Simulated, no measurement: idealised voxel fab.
Presented below is a process module, voxel released beams.
285 nm wide, 5 nm square cells: that's cross-section cut.
Reading order for cross-sections: top band down to bottom band. Underlying form: a grid of square cells. Band size: one or more rows of cells. Look at the band entry: it leads with the top's height and the bottom's height in nm. Then it lists the materials left to right, with a width in nm for each. The word "throughout" on a single material says that material fills the band edge to edge. The word "air" is empty space. Zero point of the height axis is 0; under it, received wafer = one material. Lowest band: continues down indefinitely, "0 down". The expression "30 to 40" gives the width at the extremes of the band, the first number at its top row of cells and the second at its bottom row, with the width changing by equal amounts from each row to the next in between. Key: "nothing was modified" - step with no changed cell in the cross-section. "Completely enclosed voids" specifies each empty space that is not open to the top and that occupies no fewer than 8 cells, using the form width x height at distance, the distance measured from the left edge and all three quantities in nm. Step line, after settings: the simulator's comment on this step. Steps that use a mask can have "overlay nm" on their line. It says how far the mask sat to the right of where it was meant to be. Negative means to the left.

Steps in the process plan:
1) RECEIVE (material Si)
2) CONFORMAL_DEP (material Al2O3; thk nm 5)
3) DIRECTIONAL_DEP (material SiO2; thk nm 20)
4) MASKED_ETCH (tone open; mask id ANCHOR; width nm 35; etch materials SiO2; depth nm 20; overlay nm 0)
5) CONFORMAL_DEP (material polySi; thk nm 15)
6) MASKED_ETCH (tone cover; mask id BEAM; width nm 90; etch materials polySi; depth nm 15; overlay nm 0)
7) STRIP (etch materials SiO2)

Wafer cross-section on receipt, i.e. after step 1:
* 0 down  Si throughout
* Completely enclosed voids: none

Module complete - cross-section of the first of two wafers, run according to plan:
* 40 to 25  air 95 nm | polySi 20 nm | air 5 nm | polySi 65 nm | air 100 nm
* 25 to 20  air 100 nm | polySi 15 nm | air 5 nm | polySi 15 nm | air 150 nm
* 20 to 5  air 100 nm | polySi 35 nm | air 150 nm
* 5 to 0  Al2O3 throughout
* 0 down  Si throughout
* Completely enclosed voids: none

Cross-sectional view: second of two wafers, end of module; start and plan identical to the first, one mistake in running:
* 25 to 5  air 100 nm | polySi 15 nm | air 5 nm | polySi 15 nm | air 150 nm
* 5 to 0  Al2O3 throughout
* 0 down  Si throughout
* Completely enclosed voids: none
what went wrong: step 6 went in with a setting other than planned; the actual run was MASKED_ETCH (tone open; mask id BEAM; width nm 90; etch materials polySi; depth nm 15; overlay nm 0)
End check, counted in cells, second wafer has more or fewer of these materials than the first: polySi: 54 fewer
